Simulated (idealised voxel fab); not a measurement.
Process module in this document: voxel ribs on slabs
Square cell edge 5 nm, section width 250 nm, ID cut.
We lay out every cross-section as a grid of square cells and spell it out in bands from the top down, where one band means one or more rows of cells.
A band entry consists of two parts. The first gives the height of the band's top and the height of its bottom, in nm. The rest lists the band's materials from left to right, each with its width in nm. A single material labelled with the word "full width" fills the band from edge to edge, and the word "blank" marks empty space.
Note: height 0 marks the level under which the wafer is uniformly one material as received. Lowest band unbounded below, written "from 0 down".
Quick explanation for "30 to 40": the width changes in equal steps down the rows of cells, from the first number in the band's top row to the second number in its bottom row.
The cross-section has no changed cell in any step marked "identical to before".
Entry "Closed void roster". Content: empty spaces with no open connection to the top, size 8 cells or greater. Each: width x height at distance. Distance: from left edge. Unit: nm.
It should be noted that, on the line of a given step, the content following the step's settings is a remark produced by the simulator itself with respect to that step.
Among the settings permitted on a step's line is "overlay nm"; applied to a step with a mask, it specifies the extent to which the mask lay to the right of its planned position, whereas a negative figure signifies a position to the left.
So here's the lineup of process steps we planned:
1: RECEIVE,material Si
2: DIRECTIONAL_DEP,material SiO2,thk nm 20
3: DIRECTIONAL_DEP,material SiN,thk nm 25
4: PATTERN,tone cover,mask id RIB,material resist,width nm 25,thk nm 15,overlay nm 0
5: DIRECTIONAL_ETCH,etch materials SiN,depth nm 5
6: STRIP,etch materials resist
7: DIRECTIONAL_DEP,material aC,thk nm 10
8: PATTERN,tone cover,mask id SLAB,material resist,width nm 55,thk nm 25,overlay nm 0
9: DIRECTIONAL_ETCH,etch materials aC,depth nm 10
10: STRIP,etch materials resist
11: DIRECTIONAL_ETCH,etch materials SiN,depth nm 20
12: STRIP,etch materials aC
13: FILL_DEP,material SiO2,thk nm 25
14: CMP,height nm 55
15: DIRECTIONAL_DEP,material TiN,thk nm 10
16: DIRECTIONAL_DEP,material aC,thk nm 15
17: PATTERN,tone cover,mask id HEATER,material resist,width nm 35,thk nm 35,overlay nm 0
18: DIRECTIONAL_ETCH,etch materials aC,depth nm 15
19: STRIP,etch materials resist
20: DIRECTIONAL_ETCH,etch materials TiN,depth nm 10
21: STRIP,etch materials aC
22: CONFORMAL_DEP,material SiN,thk nm 10
Don't read the plan's height nm for step 14 as applying to every wafer: that's the first wafer's value, and the wafers differ in it, though they all start identical.
Cross-section: the first of several wafers in its as-received state, i.e. following step 1:
	from 0 down: Si full width
	Closed void roster: none
So in this table every wafer gets its own row, and what you see is where it stands at the end of the module: for each material, how many cells it picked up (+) or gave up (-) since we received it, and after that its closed voids:
height nm 55, +157 SiN, +501 SiO2, +14 TiN, Closed void roster: none
height nm 60, +157 SiN, +551 SiO2, +14 TiN, Closed void roster: none
height nm 65, +157 SiN, +601 SiO2, +14 TiN, Closed void roster: none
height nm 70, +157 SiN, +651 SiO2, +14 TiN, Closed void roster: none
